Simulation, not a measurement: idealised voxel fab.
process module | voxel ribs on slabs
cross-section cut | 185 nm wide | cells 5 nm
A cross-section is a grid of square cells, given in bands from the top down. A band is one or more rows of cells.
Each band's line starts with the height of the band's top and of its bottom, in nm. Then come its materials from left to right, each with its width in nm. One material with "throughout" fills the band from edge to edge. "air" is empty space.
Height 0 is the level under which the wafer as received is all one material. The lowest band goes on downwards, as in "0 down".
A width such as "30 to 40" changes by the same amount from each row of cells to the next, from the band's top row to its bottom row.
"no change" after a step means that no cell of the cross-section changed.
closed voids: empty space of 8 cells or more with no open way to the top, each as width x height at its distance from the left edge, in nm
after a step's settings: what the simulator itself notes on the step
overlay nm, on a step with a mask: how far to the right of its planned place the mask lay; to the left if negative
plan
1 op RECEIVE | material Si
2 op DIRECTIONAL_DEP | material SiO2 | thk nm 30
3 op DIRECTIONAL_DEP | material SiN | thk nm 20
4 op MASKED_ETCH | tone cover | mask id RIB | width nm 25 | etch materials SiN | depth nm 15 | overlay nm 0
5 op MASKED_ETCH | tone cover | mask id SLAB | width nm 75 | etch materials SiN | depth nm 5 | overlay nm 0
6 op FILL_DEP | material SiO2 | thk nm 25
7 op CMP | height nm 70
8 op DIRECTIONAL_DEP | material TiN | thk nm 5
9 op PATTERN | tone cover | mask id HEATER | material resist | width nm 35 | thk nm 20 | overlay nm 0
10 op DIRECTIONAL_ETCH | etch materials TiN | depth nm 5
11 op STRIP | etch materials resist
12 op CONFORMAL_DEP | material SiN | thk nm 5
as received, after step 1
  0 down: Si throughout
  closed voids: none
first wafer at the end, as planned
  80 to 75: air 70 | SiN 45 | air 70
  75 to 70: SiN 75 | TiN 35 | SiN 75
  70 to 50: SiO2 throughout
  50 to 35: SiO2 80 | SiN 25 | SiO2 80
  35 to 30: SiO2 55 | SiN 75 | SiO2 55
  30 to 0: SiO2 throughout
  0 down: Si throughout
  closed voids: none
second wafer at the end: like start, like plan, one mistake
  80 to 75: air 70 | SiN 45 | air 70
  75 to 70: SiN 75 | TiN 35 | SiN 75
  70 to 50: SiO2 throughout
  50 to 35: SiO2 80 | SiN 25 | SiO2 80
  35 to 30: SiO2 60 | SiN 70 | SiO2 55
  30 to 0: SiO2 throughout
  0 down: Si throughout
  closed voids: none
what went wrong: step 5 ran as: op MASKED_ETCH | tone cover | mask id SLAB | width nm 70 | etch materials SiN | depth nm 5 | overlay nm 0
at the end the second wafer has, in cells: 1 fewer of SiN | 1 more of SiO2
